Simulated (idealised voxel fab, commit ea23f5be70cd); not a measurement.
Process module name: voxel transistor to metal
Cross-section cut spans 210 nm and uses square cells 5 nm in size.
A cross-section is written here as square cells arranged in a grid, and it is given in bands from the top down, each band taking up one or more rows of cells.
The entry gives the band's vertical extent as a top height and a bottom height in nm, then its horizontal make-up as materials from left to right, each with a width in nm. "air" stands for empty space; a single material marked "everywhere" fills the band edge to edge.
Heights are measured from 0, the level below which the as-received wafer is all one material; the lowest band has no bottom and continues downward, written as in "0 down".
A width given as "30 to 40" starts at the first number in the band's top row and ends at the second number in its bottom row, shifting by an equal amount at every step from row to row.
"no modification" -> step changed no cross-section cell.
Heads up: "Cavities, closed" only lists the empty pockets with no open path to the top that are 8 cells or more, and it writes them as width x height at distance, distance from the left edge, in nm.
It should be noted that, on the line of a given step, the content following the step's settings is a remark produced by the simulator itself with respect to that step.
overlay nm: for a step with a mask, the amount by which the mask lay right of where it was planned; a negative amount means left of it.

Steps in the process plan:
1. RECEIVE (material Si)
2. CONFORMAL_DEP (material SiO2; thk nm 5)
3. CONFORMAL_DEP (material SiN; thk nm 15)
4. DIRECTIONAL_DEP (material aC; thk nm 10)
5. PATTERN (tone cover; mask id ACTIVE; material resist; width nm 85; thk nm 30; overlay nm 0)
6. DIRECTIONAL_ETCH (etch materials aC; depth nm 10)
7. STRIP (etch materials resist)
8. DIRECTIONAL_ETCH (etch materials SiN; depth nm 15)
9. DIRECTIONAL_ETCH (etch materials SiO2; depth nm 5)
10. DIRECTIONAL_ETCH (etch materials Si; depth nm 25)
11. STRIP (etch materials aC)
12. OXIDIZE (depth nm 5)
13. FILL_DEP (material SiO2; thk nm 15)
14. CMP (height nm 20)
15. SELECTIVE_ETCH (etch materials SiO2; depth nm 5)
16. STRIP (etch materials SiN)
17. SELECTIVE_ETCH (etch materials SiO2; depth nm 5)
18. OXIDIZE (depth nm 5)
19. DIRECTIONAL_DEP (material polySi; thk nm 20)
20. DIRECTIONAL_DEP (material SiCN; thk nm 15)
21. MASKED_ETCH (tone cover; mask id GATE; width nm 15; etch materials SiCN; depth nm 25; overlay nm 0)
22. MASKED_ETCH (tone cover; mask id GATE; width nm 15; etch materials polySi; depth nm 30; overlay nm 0)
23. CONFORMAL_DEP (material SiO2; thk nm 5)
24. DIRECTIONAL_ETCH (etch materials SiO2; depth nm 5)
25. CONFORMAL_DEP (material SiN; thk nm 5)
26. DIRECTIONAL_ETCH (etch materials SiN; depth nm 5)
27. DIRECTIONAL_ETCH (etch materials SiO2; depth nm 5)
28. DIRECTIONAL_ETCH (etch materials Si; depth nm 5)
29. EPI (material pSi; thk nm 10)
30. FILL_DEP (material SiO2; thk nm 5)
31. CMP (height nm 35)
32. DIRECTIONAL_DEP (material SiO2; thk nm 15)
33. PATTERN (tone open; mask id CONTACT; material resist; width nm 25; pitch nm 50; thk nm 15; overlay nm 0)
34. DIRECTIONAL_ETCH (etch materials SiO2; depth nm 50)
35. STRIP (etch materials resist)
36. CONFORMAL_DEP (material TiN; thk nm 5)
37. FILL_DEP (material Ru; thk nm 10)
38. CMP (height nm 50)
39. CONFORMAL_DEP (material SiCN; thk nm 5)
40. DIRECTIONAL_DEP (material lowk; thk nm 15)
41. DIRECTIONAL_DEP (material aC; thk nm 15)
42. PATTERN (tone open; mask id METAL_1; material resist; width nm 15; pitch nm 60; thk nm 30; overlay nm 0)
43. DIRECTIONAL_ETCH (etch materials aC; depth nm 15)
44. STRIP (etch materials resist)
45. DIRECTIONAL_ETCH (etch materials lowk; depth nm 15)
46. DIRECTIONAL_ETCH (etch materials SiCN; depth nm 5)
47. STRIP (etch materials aC)
48. CONFORMAL_DEP (material TiN; thk nm 5)
49. FILL_DEP (material Ru; thk nm 10)
50. CMP (height nm 70)
51. CONFORMAL_DEP (material SiCN; thk nm 5)
52. DIRECTIONAL_DEP (material SiO2; thk nm 35)
53. DIRECTIONAL_DEP (material aC; thk nm 15)
54. PATTERN (tone open; mask id METAL_2; material resist; width nm 15; pitch nm 60; thk nm 35; overlay nm 0)
55. DIRECTIONAL_ETCH (etch materials aC; depth nm 15)
56. STRIP (etch materials resist)
57. DIRECTIONAL_ETCH (etch materials SiO2; depth nm 20)
58. STRIP (etch materials aC)
59. MASKED_ETCH (tone open; mask id METAL_2_HOLES; width nm 15; pitch nm 60; etch materials SiO2; depth nm 15; overlay nm 0)
60. MASKED_ETCH (tone open; mask id METAL_2_HOLES; width nm 15; pitch nm 60; etch materials SiCN; depth nm 5; overlay nm 0)
61. CONFORMAL_DEP (material TiN; thk nm 5)
62. FILL_DEP (material Cu; thk nm 5)
63. CMP (height nm 110)
64. CONFORMAL_DEP (material SiN; thk nm 5)

Cross-section, incoming material, after step 1:
    0 down = Si everywhere
    Cavities, closed: none

Here's the wafer cut in cross-section after the module, started and planned just like above, except one thing was done wrong in the run:
    115 to 110 = SiN everywhere
    110 to 75 = SiO2=65, then TiN=5, then Cu=5, then TiN=5, then SiO2=45, then TiN=5, then Cu=5, then TiN=5, then SiO2=70
    75 to 65 = SiCN=65, then TiN=15, then SiCN=45, then TiN=15, then SiCN=70
    65 to 50 = lowk everywhere
    50 to 40 = SiO2=65, then TiN=5, then Ru=15, then TiN=5, then SiO2=25, then TiN=5, then Ru=15, then TiN=5, then SiO2=70
    40 to 35 = SiO2=65, then TiN=5, then Ru=10, then TiN=10, then SiO2=25, then TiN=10, then Ru=10, then TiN=5, then SiO2=70
    35 to 20 = SiO2=65, then TiN=5, then Ru=10, then TiN=5, then SiN=5, then SiO2=5, then SiCN=15, then SiO2=5, then SiN=5, then TiN=5, then Ru=10, then TiN=5, then SiO2=70
    20 to 10 = SiO2=65, then TiN=5, then Ru=10, then TiN=5, then SiN=5, then SiO2=5, then polySi=15, then SiO2=5, then SiN=5, then TiN=5, then Ru=10, then TiN=5, then SiO2=70
    10 to 5 = SiO2=60, then SiN=5, then TiN=20, then SiN=5, then SiO2=5, then polySi=15, then SiO2=5, then SiN=5, then TiN=20, then SiN=5, then SiO2=65
    5 to 0 = SiO2=60, then SiN=5, then TiN=10, then pSi=10, then SiN=5, then SiO2=5, then polySi=15, then SiO2=5, then SiN=5, then pSi=10, then TiN=10, then SiN=5, then SiO2=65
    0 to -5 = SiO2=65, then pSi=20, then SiO2=35, then pSi=20, then SiO2=70
    -5 to -10 = SiO2=65, then pSi=20, then Si=35, then pSi=20, then SiO2=70
    -10 to -30 = SiO2=65, then Si=75, then SiO2=70
    -30 down = Si everywhere
    Cavities, closed: none
Where did the run depart from the plan? contrary to the plan, steps 39 and 40 were processed in exchanged order
